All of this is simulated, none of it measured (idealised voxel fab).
Presented below is a process module, voxel ribs on slabs.
Xsec cut, 240 nm wide, square cell size 5 nm.
A cross-section is written here as square cells arranged in a grid, and it is given in bands from the top down, each band taking up one or more rows of cells.
Band: top and bottom heights (nm) first, top before bottom; then materials from left to right, widths in nm. "full width" marks a sole material filling the band edge to edge. "empty" denotes empty space.
Where do heights start? At 0: under that level the wafer as delivered is made of one material only. And the lowest band has no floor; it just carries on downward, as in "0 and below".
Width: "30 to 40" (first number = top row, second number = bottom row, same change from row to row of cells).
Take "no alteration" at face value: in the step it is given for, the cross-section changed in none of its cells.
"Closed void roster" - sealed voids, min. 8 cells, no opening to top; format: width x height at distance (distance from left edge; nm throughout).
Where a step's line continues beyond its settings, the continuation is a remark by the simulator itself on that step.
"overlay nm" on a masked step: distance the mask lay right of its planned place, negative for left.

Planned process steps
step 1: RECEIVE with material Si
step 2: DIRECTIONAL_DEP with material SiO2, thk nm 30
step 3: DIRECTIONAL_DEP with material SiN, thk nm 20
step 4: PATTERN with tone cover, mask id RIB, material resist, width nm 20, thk nm 15, overlay nm 0
step 5: DIRECTIONAL_ETCH with etch materials SiN, depth nm 10
step 6: STRIP with etch materials resist
step 7: PATTERN with tone cover, mask id SLAB, material resist, width nm 70, thk nm 15, overlay nm 0
step 8: DIRECTIONAL_ETCH with etch materials SiN, depth nm 10
step 9: STRIP with etch materials resist
step 10: FILL_DEP with material SiO2, thk nm 30
step 11: CMP with height nm 70
step 12: DIRECTIONAL_DEP with material W, thk nm 10
step 13: MASKED_ETCH with tone cover, mask id HEATER, width nm 30, etch materials W, depth nm 10, overlay nm 0
step 14: CONFORMAL_DEP with material SiO2, thk nm 10

The cross-section here shows the wafer as received, i.e. in its state after step 1
0 and below | Si full width
Closed void roster: none

Starting wafer: above. Plan: above. Run: one mistake. Cross-section after the module: below
90 down to 80 | empty 95 nm, then SiO2 50 nm, then empty 95 nm
80 down to 70 | SiO2 105 nm, then W 30 nm, then SiO2 105 nm
70 down to 50 | SiO2 full width
50 down to 40 | SiO2 110 nm, then SiN 20 nm, then SiO2 110 nm
40 down to 30 | SiO2 90 nm, then SiN 60 nm, then SiO2 90 nm
30 down to 0 | SiO2 full width
0 and below | Si full width
Closed void roster: none
Deviation noted in wafer processing: step 7 went in with a setting other than planned; the actual run was PATTERN with tone cover, mask id SLAB, material resist, width nm 60, thk nm 15, overlay nm 0
